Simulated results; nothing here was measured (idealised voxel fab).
A process module follows: voxel released beams.
Cross-sectional view cut (width: 190 nm; square cell size: 5 nm).
Notation: cross-section as square-cell grid; stated in bands, top first, going down; one or more cell rows per band.
Top height, bottom height, nm. Materials left to right, width each, nm. Single material + "everywhere" = fills band edge to edge. "blank" = empty.
Basically, 0 is our baseline, since under it the wafer straight out of the box is all one material. The bottom band has no lower end and keeps on going down, so it looks like "z 0 and below".
A width such as "30 to 40" changes by the same amount from each row of cells to the next, from the band's top row to its bottom row.
For the purposes of this document, the phrase "nothing changed" attached to a step denotes that no cell within the cross-section was modified by that step.
In "Completely enclosed voids" the enclosed voids are listed, meaning empty spaces of 8 cells or larger without any opening to the top. The form is width x height at distance, distance from the left edge, units nm.
The remark found on a step's line after its settings is issued by the simulator itself and pertains to that step.
On any step carrying a mask, the "overlay nm" setting, if present on the step's line, tells how far right of its planned place the mask lay; negative values point to the left.

**plan**
| 1 | RECEIVE [material Si] |
| 2 | CONFORMAL_DEP [material SiN] [thk nm 10] |
| 3 | DIRECTIONAL_DEP [material SiO2] [thk nm 10] |
| 4 | DIRECTIONAL_DEP [material aC] [thk nm 15] |
| 5 | PATTERN [tone open] [mask id ANCHOR] [material resist] [width nm 35] [thk nm 35] [overlay nm 0] |
| 6 | DIRECTIONAL_ETCH [etch materials aC] [depth nm 15] |
| 7 | STRIP [etch materials resist] |
| 8 | DIRECTIONAL_ETCH [etch materials SiO2] [depth nm 10] |
| 9 | STRIP [etch materials aC] |
| 10 | CONFORMAL_DEP [material TiN] [thk nm 10] |
| 11 | DIRECTIONAL_DEP [material aC] [thk nm 10] |
| 12 | PATTERN [tone cover] [mask id BEAM] [material resist] [width nm 100] [thk nm 30] [overlay nm 0] |
| 13 | DIRECTIONAL_ETCH [etch materials aC] [depth nm 10] |
| 14 | STRIP [etch materials resist] |
| 15 | DIRECTIONAL_ETCH [etch materials TiN] [depth nm 10] |
| 16 | STRIP [etch materials aC] |
| 17 | STRIP [etch materials SiO2] |

**The following pertains to the first of two wafers, which was processed as planned**

**Cross-section of the wafer upon arrival, representing the state reached after step 1**
    z 0 and below: Si everywhere
    Completely enclosed voids: none

**Cross-section of the wafer subsequent to step 2**
    z 10 to 0: SiN everywhere
    Below 0, the layers are the same as they were.

**Cross-section of the wafer subsequent to step 3**
    z 20 to 10: SiO2 everywhere
    Below 10, the layers are the same as they were.

**Cross-section of the wafer subsequent to step 4**
    z 35 to 20: aC everywhere
    Below 20, the layers are the same as they were.

**Cross-section of the wafer subsequent to step 5**
    z 70 to 35: resist 45 nm, then blank 35 nm, then resist 110 nm
    Below 35, the layers are the same as they were.

**Cross-section of the wafer subsequent to step 6**
    z 55 to 35: resist 45 nm, then blank 35 nm, then resist 110 nm
    z 35 to 20: aC 45 nm, then blank 35 nm, then aC 110 nm
    Below 20, the layers are the same as they were.

**Cross-section of the wafer subsequent to step 7**
    z 35 to 20: aC 45 nm, then blank 35 nm, then aC 110 nm
    Below 20, the layers are the same as they were.

**Cross-section of the wafer subsequent to step 8**
    z 35 to 20: aC 45 nm, then blank 35 nm, then aC 110 nm
    z 20 to 10: SiO2 45 nm, then blank 35 nm, then SiO2 110 nm
    Below 10, the layers are the same as they were.

**Cross-section of the wafer subsequent to step 9**
    z 20 to 10: SiO2 45 nm, then blank 35 nm, then SiO2 110 nm
    Below 10, the layers are the same as they were.

**Cross-section of the wafer subsequent to step 10**
    z 30 to 20: TiN 55 nm, then blank 15 nm, then TiN 120 nm
    z 20 to 10: SiO2 45 nm, then TiN 35 nm, then SiO2 110 nm
    Below 10, the layers are the same as they were.

**Cross-section of the wafer subsequent to step 11**
    z 40 to 30: aC 55 nm, then blank 15 nm, then aC 120 nm
    z 30 to 20: TiN 55 nm, then aC 15 nm, then TiN 120 nm
    Below 20, the layers are the same as they were.

**Cross-section of the wafer subsequent to step 12**
    z 70 to 40: blank 40 nm, then resist 100 nm, then blank 50 nm
    z 40 to 30: aC 55 nm, then resist 15 nm, then aC 120 nm
    Below 30, the layers are the same as they were.

**Cross-section of the wafer subsequent to step 13**
    z 60 to 40: blank 40 nm, then resist 100 nm, then blank 50 nm
    z 40 to 30: blank 40 nm, then aC 15 nm, then resist 15 nm, then aC 70 nm, then blank 50 nm
    Below 30, the layers are the same as they were.

**Cross-section of the wafer subsequent to step 14**
    z 40 to 30: blank 40 nm, then aC 15 nm, then blank 15 nm, then aC 70 nm, then blank 50 nm
    Below 30, the layers are the same as they were.

**Cross-section of the wafer subsequent to step 15**
    z 40 to 30: blank 40 nm, then aC 15 nm, then blank 15 nm, then aC 70 nm, then blank 50 nm
    z 30 to 20: blank 40 nm, then TiN 15 nm, then aC 15 nm, then TiN 70 nm, then blank 50 nm
    Below 20, the layers are the same as they were.

**Cross-section of the wafer subsequent to step 16**
    z 30 to 20: blank 40 nm, then TiN 15 nm, then blank 15 nm, then TiN 70 nm, then blank 50 nm
    Below 20, the layers are the same as they were.

**Cross-section of the wafer subsequent to step 17**
    z 30 to 20: blank 40 nm, then TiN 15 nm, then blank 15 nm, then TiN 70 nm, then blank 50 nm
    z 20 to 10: blank 45 nm, then TiN 35 nm, then blank 110 nm
    Below 10, the layers are the same as they were.

**Regarding the second of the two wafers: it shared the first wafer's starting condition and process plan, yet one error occurred during its execution. Its history coincides with that of the first wafer up to and including step 4**

**Second wafer profile in section, at the moment step 5 of the plan was meant to be complete**
    z 70 to 35: blank 45 nm, then resist 35 nm, then blank 110 nm
    Below 35, the layers are the same as they were.

**Second wafer profile in section, at the moment step 6 of the plan was meant to be complete**
    z 55 to 35: blank 45 nm, then resist 35 nm, then blank 110 nm
    z 35 to 20: blank 45 nm, then aC 35 nm, then blank 110 nm
    Below 20, the layers are the same as they were.

**Second wafer profile in section, at the moment step 7 of the plan was meant to be complete**
    z 35 to 20: blank 45 nm, then aC 35 nm, then blank 110 nm
    Below 20, the layers are the same as they were.

**Second wafer profile in section, at the moment step 8 of the plan was meant to be complete**
    z 35 to 20: blank 45 nm, then aC 35 nm, then blank 110 nm
    z 20 to 10: blank 45 nm, then SiO2 35 nm, then blank 110 nm
    Below 10, the layers are the same as they were.

**Second wafer profile in section, at the moment step 9 of the plan was meant to be complete**
    z 20 to 10: blank 45 nm, then SiO2 35 nm, then blank 110 nm
    Below 10, the layers are the same as they were.

**Second wafer profile in section, at the moment step 10 of the plan was meant to be complete**
    z 30 to 20: blank 35 nm, then TiN 55 nm, then blank 100 nm
    z 20 to 10: TiN 45 nm, then SiO2 35 nm, then TiN 110 nm
    Below 10, the layers are the same as they were.

**Second wafer profile in section, at the moment step 11 of the plan was meant to be complete**
    z 40 to 30: blank 35 nm, then aC 55 nm, then blank 100 nm
    z 30 to 20: aC 35 nm, then TiN 55 nm, then aC 100 nm
    Below 20, the layers are the same as they were.

**Second wafer profile in section, at the moment step 12 of the plan was meant to be complete**
    z 70 to 40: blank 40 nm, then resist 100 nm, then blank 50 nm
    z 40 to 30: blank 35 nm, then aC 55 nm, then resist 50 nm, then blank 50 nm
    Below 30, the layers are the same as they were.

**Second wafer profile in section, at the moment step 13 of the plan was meant to be complete**
    z 60 to 40: blank 40 nm, then resist 100 nm, then blank 50 nm
    z 40 to 30: blank 40 nm, then aC 50 nm, then resist 50 nm, then blank 50 nm
    z 30 to 20: blank 35 nm, then TiN 55 nm, then aC 50 nm, then blank 50 nm
    Below 20, the layers are the same as they were.

**Second wafer profile in section, at the moment step 14 of the plan was meant to be complete**
    z 40 to 30: blank 40 nm, then aC 50 nm, then blank 100 nm
    Below 30, the layers are the same as they were.

**Second wafer profile in section, at the moment step 15 of the plan was meant to be complete**
    z 40 to 30: blank 40 nm, then aC 50 nm, then blank 100 nm
    z 30 to 20: blank 40 nm, then TiN 50 nm, then aC 50 nm, then blank 50 nm
    z 20 to 10: blank 35 nm, then TiN 10 nm, then SiO2 35 nm, then TiN 60 nm, then blank 50 nm
    Below 10, the layers are the same as they were.

**Second wafer profile in section, at the moment step 16 of the plan was meant to be complete**
    z 30 to 20: blank 40 nm, then TiN 50 nm, then blank 100 nm
    Below 20, the layers are the same as they were.

Second wafer profile in section, at the moment step 17 of the plan was meant to be complete: nothing changed
Error vs. plan: step 5 did not use the planned setting and instead ran as PATTERN [tone cover] [mask id ANCHOR] [material resist] [width nm 35] [thk nm 35] [overlay nm 0]
Final wafer comparison in cells, second versus first, more or fewer per material: +14 SiO2
